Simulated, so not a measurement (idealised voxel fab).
The name of this process module is voxel capacitor over wiring.
The cross-section on display is named cut; it measures 270 nm wide, and its cells are 5 nm squares.
Bands, listed from the top down, are how a cross-section gets written in this document; the cross-section itself is a grid of square cells, and a band is one or more rows of them.
Per band: top height and bottom height in nm, followed by the left-to-right materials and their widths in nm; "everywhere" marks a single material spanning edge to edge, "blank" marks empty space.
Measure heights from 0. That's the level where, below it, the as-received wafer is all one material. The lowest band is bottomless and extends downward; write it as in "top 0, no bottom".
Width spec "30..40" -> top row of cells at first value, bottom row at second value, equal per-row change in between.
No cell of the cross-section changed in a step that is given as "no change".
What "Closed internal cavities" gives you is every empty space of 8 cells or more that is cut off from the top. Each appears as width x height at distance, with the distance taken from the left edge and width, height and distance all in nm.
Post-settings text on a step line: simulator's own remark regarding the step.
overlay nm: right-of-plan distance of the mask on a masked step; negative values mean left-of-plan.

[List of planned process steps]
step 1: op RECEIVE | material Si
step 2: op CONFORMAL_DEP | material SiO2 | thk nm 10
step 3: op DIRECTIONAL_DEP | material TiN | thk nm 5
step 4: op DIRECTIONAL_DEP | material W | thk nm 15
step 5: op MASKED_ETCH | tone cover | mask id METAL_1 | width nm 25 | pitch nm 95 | etch materials W | depth nm 15 | overlay nm 0
step 6: op MASKED_ETCH | tone cover | mask id METAL_1 | width nm 25 | pitch nm 95 | etch materials TiN | depth nm 5 | overlay nm 0
step 7: op CONFORMAL_DEP | material SiCN | thk nm 5
step 8: op FILL_DEP | material lowk | thk nm 10
step 9: op CMP | height nm 30
step 10: op CONFORMAL_DEP | material SiCN | thk nm 5
step 11: op DIRECTIONAL_DEP | material SiO2 | thk nm 10
step 12: op DIRECTIONAL_DEP | material aC | thk nm 15
step 13: op PATTERN | tone open | mask id PLUG_1 | material resist | width nm 15 | thk nm 30 | overlay nm 0
step 14: op DIRECTIONAL_ETCH | etch materials aC | depth nm 15
step 15: op STRIP | etch materials resist
step 16: op DIRECTIONAL_ETCH | etch materials SiO2 | depth nm 10
step 17: op DIRECTIONAL_ETCH | etch materials SiCN | depth nm 5
step 18: op STRIP | etch materials aC
step 19: op EPI | material Ru | thk nm 10
step 20: op EPI | material Ru | thk nm 5
step 21: op DIRECTIONAL_DEP | material TiN | thk nm 10
step 22: op DIRECTIONAL_DEP | material HfO2 | thk nm 5
step 23: op DIRECTIONAL_DEP | material TiN | thk nm 5
step 24: op MASKED_ETCH | tone cover | mask id UPPER_PLATE | width nm 75 | etch materials TiN | depth nm 5 | overlay nm 0
step 25: op MASKED_ETCH | tone cover | mask id UPPER_PLATE | width nm 65 | etch materials HfO2 | depth nm 5 | overlay nm 0
step 26: op DIRECTIONAL_DEP | material aC | thk nm 10
step 27: op PATTERN | tone cover | mask id LOWER_PLATE | material resist | width nm 85 | thk nm 25 | overlay nm 0
step 28: op DIRECTIONAL_ETCH | etch materials aC | depth nm 10
step 29: op STRIP | etch materials resist
step 30: op DIRECTIONAL_ETCH | etch materials TiN | depth nm 10
step 31: op STRIP | etch materials aC
step 32: op FILL_DEP | material SiO2 | thk nm 20
step 33: op CMP | height nm 80
step 34: op PATTERN | tone open | mask id PLUG_2 | material resist | width nm 15 | thk nm 20 | overlay nm 0
step 35: op DIRECTIONAL_ETCH | etch materials SiO2 | depth nm 15
step 36: op STRIP | etch materials resist
step 37: op CONFORMAL_DEP | material TiN | thk nm 5
step 38: op FILL_DEP | material W | thk nm 10
step 39: op CMP | height nm 80
step 40: op CONFORMAL_DEP | material SiN | thk nm 5
Quick note for whoever runs this: the wafers start identical, but the width nm at step 25 isn't the same across them. The plan just shows what the first wafer had.

[Cross-sectional view of the first of several wafers in the as-received condition, corresponding to the state following step 1]
- top 0, no bottom  Si everywhere
- Closed internal cavities: none

[first wafer at the end, after step 40]
- top 85, bottom 80  SiN everywhere
- top 80, bottom 70  95 of SiO2; 5 of TiN; 5 of W; 5 of TiN; 160 of SiO2
- top 70, bottom 60  95..85 of SiO2; 15..75 of TiN; 160..110 of SiO2
- top 60, bottom 55  85 of SiO2; 75 of HfO2; 110 of SiO2
- top 55, bottom 45  80 of SiO2; 85 of TiN; 105 of SiO2
- top 45, bottom 35  85 of SiO2; 15 of Ru; 170 of SiO2
- top 35, bottom 30  85 of SiCN; 15 of Ru; 170 of SiCN
- top 30, bottom 15  70 of lowk; 5 of SiCN; 25 of W; 5 of SiCN; 60 of lowk; 5 of SiCN; 25 of W; 5 of SiCN; 70 of lowk
- top 15, bottom 10  75 of SiCN; 25 of TiN; 70 of SiCN; 25 of TiN; 75 of SiCN
- top 10, bottom 0  SiO2 everywhere
- top 0, no bottom  Si everywhere
- Closed internal cavities: none

[X-section, last wafer, module end]
- top 85, bottom 80  SiN everywhere
- top 80, bottom 70  95 of SiO2; 5 of TiN; 5 of W; 5 of TiN; 160 of SiO2
- top 70, bottom 60  95..85 of SiO2; 15..75 of TiN; 160..110 of SiO2
- top 60, bottom 55  80 of SiO2; 90 of HfO2; 100 of SiO2
- top 55, bottom 45  80 of SiO2; 90 of TiN; 100 of SiO2
- top 45, bottom 35  85 of SiO2; 15 of Ru; 170 of SiO2
- top 35, bottom 30  85 of SiCN; 15 of Ru; 170 of SiCN
- top 30, bottom 15  70 of lowk; 5 of SiCN; 25 of W; 5 of SiCN; 60 of lowk; 5 of SiCN; 25 of W; 5 of SiCN; 70 of lowk
- top 15, bottom 10  75 of SiCN; 25 of TiN; 70 of SiCN; 25 of TiN; 75 of SiCN
- top 10, bottom 0  SiO2 everywhere
- top 0, no bottom  Si everywhere
- Closed internal cavities: none

[Rows = wafers. At module end, each row lists per material the cells gained (+) or lost (-) since the wafer was received, then the closed voids]
width nm 65 | +15 HfO2 | +9 Ru | +107 SiCN | +54 SiN | +515 SiO2 | +66 TiN | +32 W | +120 lowk | Closed internal cavities: none
width nm 70 | +15 HfO2 | +9 Ru | +107 SiCN | +54 SiN | +515 SiO2 | +66 TiN | +32 W | +120 lowk | Closed internal cavities: none
width nm 75 | +15 HfO2 | +9 Ru | +107 SiCN | +54 SiN | +515 SiO2 | +66 TiN | +32 W | +120 lowk | Closed internal cavities: none
width nm 80 | +16 HfO2 | +9 Ru | +107 SiCN | +54 SiN | +514 SiO2 | +66 TiN | +32 W | +120 lowk | Closed internal cavities: none
width nm 85 | +17 HfO2 | +9 Ru | +107 SiCN | +54 SiN | +513 SiO2 | +66 TiN | +32 W | +120 lowk | Closed internal cavities: none
width nm 90 | +18 HfO2 | +9 Ru | +107 SiCN | +54 SiN | +510 SiO2 | +68 TiN | +32 W | +120 lowk | Closed internal cavities: none
